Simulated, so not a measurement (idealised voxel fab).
The process module presented herein is designated voxel self aligned contacts.
It is cross-section cut that appears here, measuring 195 nm in width, its square cells being 5 nm in size.
For the purposes of this document, a cross-section shall be understood as a grid of square cells, specified as bands listed in top-to-bottom order, each band consisting of one or more rows of cells. In this notation a band is specified by the heights of its top and bottom, in that order and in nm, after which its materials appear from left to right, each paired with its width in nm. The word "full width" attached to a single material means that material fills the band from edge to edge; the word "blank" stands for empty space. Ref level 0: as-received wafer is one material below here. Bottom band extends down with no lower bound ("0..down"). Width spec "30->40" -> top row of cells at first value, bottom row at second value, equal per-row change in between. Reading "remained unchanged" for a step: not a cell of the cross-section changed in it. "Enclosed void listing" specifies each empty space that is not open to the top and that occupies no fewer than 8 cells, using the form width x height at distance, the distance measured from the left edge and all three quantities in nm. Text after the settings on a step's line: the simulator's own remark on that step. For masked steps, "overlay nm" on the step line gives how far right of plan the mask actually lay; a minus sign means it lay to the left.
### Planned process steps
1: RECEIVE, material Si
2: CONFORMAL_DEP, material SiO2, thk nm 5
3: DIRECTIONAL_DEP, material polySi, thk nm 30
4: DIRECTIONAL_DEP, material SiN, thk nm 15
5: PATTERN, tone cover, mask id GATE, material resist, width nm 30, pitch nm 65, thk nm 15, overlay nm 0
6: DIRECTIONAL_ETCH, etch materials SiN, depth nm 15
7: DIRECTIONAL_ETCH, etch materials polySi, depth nm 30
8: STRIP, etch materials resist
9: CONFORMAL_DEP, material SiN, thk nm 5
10: DIRECTIONAL_ETCH, etch materials SiN, depth nm 5
11: FILL_DEP, material SiO2, thk nm 15
12: CMP, height nm 60
13: MASKED_ETCH, tone open, mask id CONTACT, width nm 45, pitch nm 65, etch materials SiO2, depth nm 60, overlay nm 0
14: CONFORMAL_DEP, material TiN, thk nm 5
15: FILL_DEP, material Ru, thk nm 5
16: CMP, height nm 60
17: CONFORMAL_DEP, material SiCN, thk nm 5
### Delivered wafer in cross-section: state after step 1
  0..down = Si full width
  Enclosed void listing: none
### Figure: cross-sectional view of the wafer upon completion of the module, processed from the initial state and according to the plan depicted above, with one error introduced during execution
  65..60 = SiCN full width
  60..50 = SiO2 (40), then TiN (5->15), then Ru (35->15), then TiN (5->15), then SiO2 (20), then TiN (5->15), then Ru (35->15), then TiN (5->15), then SiO2 (45)
  50..35 = SiO2 (10), then SiN (40), then TiN (5), then Ru (15), then TiN (5), then SiN (40), then TiN (5), then Ru (15), then TiN (5), then SiN (40), then SiO2 (15)
  35..15 = SiO2 (10), then SiN (5), then polySi (30), then SiN (5), then TiN (5), then Ru (15), then TiN (5), then SiN (5), then polySi (30), then SiN (5), then TiN (5), then Ru (15), then TiN (5), then SiN (5), then polySi (30), then SiN (5), then SiO2 (15)
  15..10 = SiO2 (10), then SiN (5), then polySi (30), then SiN (5), then TiN (25), then SiN (5), then polySi (30), then SiN (5), then TiN (25), then SiN (5), then polySi (30), then SiN (5), then SiO2 (15)
  10..5 = SiN (15), then polySi (30), then SiN (35), then polySi (30), then SiN (35), then polySi (30), then SiN (20)
  5..0 = SiO2 full width
  0..down = Si full width
  Enclosed void listing: none
Short version of what went wrong: transposition of steps 9 and 10 relative to the planned sequence
